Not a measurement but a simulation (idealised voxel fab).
process module | voxel tone inversion
cross-section cut | 250 nm wide | cells 5 nm
A cross-section is a grid of square cells, given in bands from the top down. A band is one or more rows of cells.
Each band's line starts with the height of the band's top and of its bottom, in nm. Then come its materials from left to right, each with its width in nm. One material with "throughout" fills the band from edge to edge. "air" is empty space.
Height 0 is the level under which the wafer as received is all one material. The lowest band goes on downwards, as in "0 down".
A width such as "30 to 40" changes by the same amount from each row of cells to the next, from the band's top row to its bottom row.
"no change" after a step means that no cell of the cross-section changed.
closed voids: empty space of 8 cells or more with no open way to the top, each as width x height at its distance from the left edge, in nm
after a step's settings: what the simulator itself notes on the step
overlay nm, on a step with a mask: how far to the right of its planned place the mask lay; to the left if negative
plan
1 op RECEIVE | material Si
2 op CONFORMAL_DEP | material SiN | thk nm 10
3 op DIRECTIONAL_DEP | material polySi | thk nm 25
4 op PATTERN | tone cover | mask id POSTS | material resist | width nm 15 | pitch nm 45 | thk nm 35 | overlay nm 0
5 op DIRECTIONAL_ETCH | etch materials polySi | depth nm 25
6 op STRIP | etch materials resist
7 op FILL_DEP | material SiO2 | thk nm 10
8 op CMP | height nm 35
9 op STRIP | etch materials polySi
10 op CONFORMAL_DEP | material TiN | thk nm 5
11 op FILL_DEP | material Ru | thk nm 10
12 op CMP | height nm 35
13 op CONFORMAL_DEP | material SiN | thk nm 5
first wafer, as planned
as received, after step 1
  0 down: Si throughout
  closed voids: none
after step 2
  10 to 0: SiN throughout
  below 0: unchanged
after step 3
  35 to 10: polySi throughout
  below 10: unchanged
after step 4
  70 to 35: air 70 | resist 15 | air 30 | resist 15 | air 30 | resist 15 | air 75
  below 35: unchanged
after step 5
  70 to 35: air 70 | resist 15 | air 30 | resist 15 | air 30 | resist 15 | air 75
  35 to 10: air 70 | polySi 15 | air 30 | polySi 15 | air 30 | polySi 15 | air 75
  below 10: unchanged
after step 6
  35 to 10: air 70 | polySi 15 | air 30 | polySi 15 | air 30 | polySi 15 | air 75
  below 10: unchanged
after step 7
  45 to 35: SiO2 throughout
  35 to 10: SiO2 70 | polySi 15 | SiO2 30 | polySi 15 | SiO2 30 | polySi 15 | SiO2 75
  below 10: unchanged
after step 8
  35 to 10: SiO2 70 | polySi 15 | SiO2 30 | polySi 15 | SiO2 30 | polySi 15 | SiO2 75
  below 10: unchanged
after step 9
  35 to 10: SiO2 70 | air 15 | SiO2 30 | air 15 | SiO2 30 | air 15 | SiO2 75
  below 10: unchanged
after step 10
  40 to 35: TiN 75 | air 5 | TiN 40 | air 5 | TiN 40 | air 5 | TiN 80
  35 to 15: SiO2 70 | TiN 5 | air 5 | TiN 5 | SiO2 30 | TiN 5 | air 5 | TiN 5 | SiO2 30 | TiN 5 | air 5 | TiN 5 | SiO2 75
  15 to 10: SiO2 70 | TiN 15 | SiO2 30 | TiN 15 | SiO2 30 | TiN 15 | SiO2 75
  below 10: unchanged
after step 11
  50 to 40: Ru throughout
  40 to 35: TiN 75 | Ru 5 | TiN 40 | Ru 5 | TiN 40 | Ru 5 | TiN 80
  35 to 15: SiO2 70 | TiN 5 | Ru 5 | TiN 5 | SiO2 30 | TiN 5 | Ru 5 | TiN 5 | SiO2 30 | TiN 5 | Ru 5 | TiN 5 | SiO2 75
  below 15: unchanged
after step 12
  35 to 15: SiO2 70 | TiN 5 | Ru 5 | TiN 5 | SiO2 30 | TiN 5 | Ru 5 | TiN 5 | SiO2 30 | TiN 5 | Ru 5 | TiN 5 | SiO2 75
  below 15: unchanged
after step 13
  40 to 35: SiN throughout
  below 35: unchanged
second wafer: like start, like plan, one mistake. Through step 7 it matches the first wafer
when step 8 should have ended
  25 to 10: SiO2 70 | polySi 15 | SiO2 30 | polySi 15 | SiO2 30 | polySi 15 | SiO2 75
  below 10: unchanged
when step 9 should have ended
  25 to 10: SiO2 70 | air 15 | SiO2 30 | air 15 | SiO2 30 | air 15 | SiO2 75
  below 10: unchanged
when step 10 should have ended
  30 to 25: TiN 75 | air 5 | TiN 40 | air 5 | TiN 40 | air 5 | TiN 80
  25 to 15: SiO2 70 | TiN 5 | air 5 | TiN 5 | SiO2 30 | TiN 5 | air 5 | TiN 5 | SiO2 30 | TiN 5 | air 5 | TiN 5 | SiO2 75
  15 to 10: SiO2 70 | TiN 15 | SiO2 30 | TiN 15 | SiO2 30 | TiN 15 | SiO2 75
  below 10: unchanged
when step 11 should have ended
  40 to 30: Ru throughout
  30 to 25: TiN 75 | Ru 5 | TiN 40 | Ru 5 | TiN 40 | Ru 5 | TiN 80
  25 to 15: SiO2 70 | TiN 5 | Ru 5 | TiN 5 | SiO2 30 | TiN 5 | Ru 5 | TiN 5 | SiO2 30 | TiN 5 | Ru 5 | TiN 5 | SiO2 75
  below 15: unchanged
when step 12 should have ended
  35 to 30: Ru throughout
  below 30: unchanged
when step 13 should have ended
  40 to 35: SiN throughout
  below 35: unchanged
what went wrong: step 8 ran as: op CMP | height nm 25
at the end the second wafer has, in cells: 47 more of Ru | 82 fewer of SiO2 | 35 more of TiN
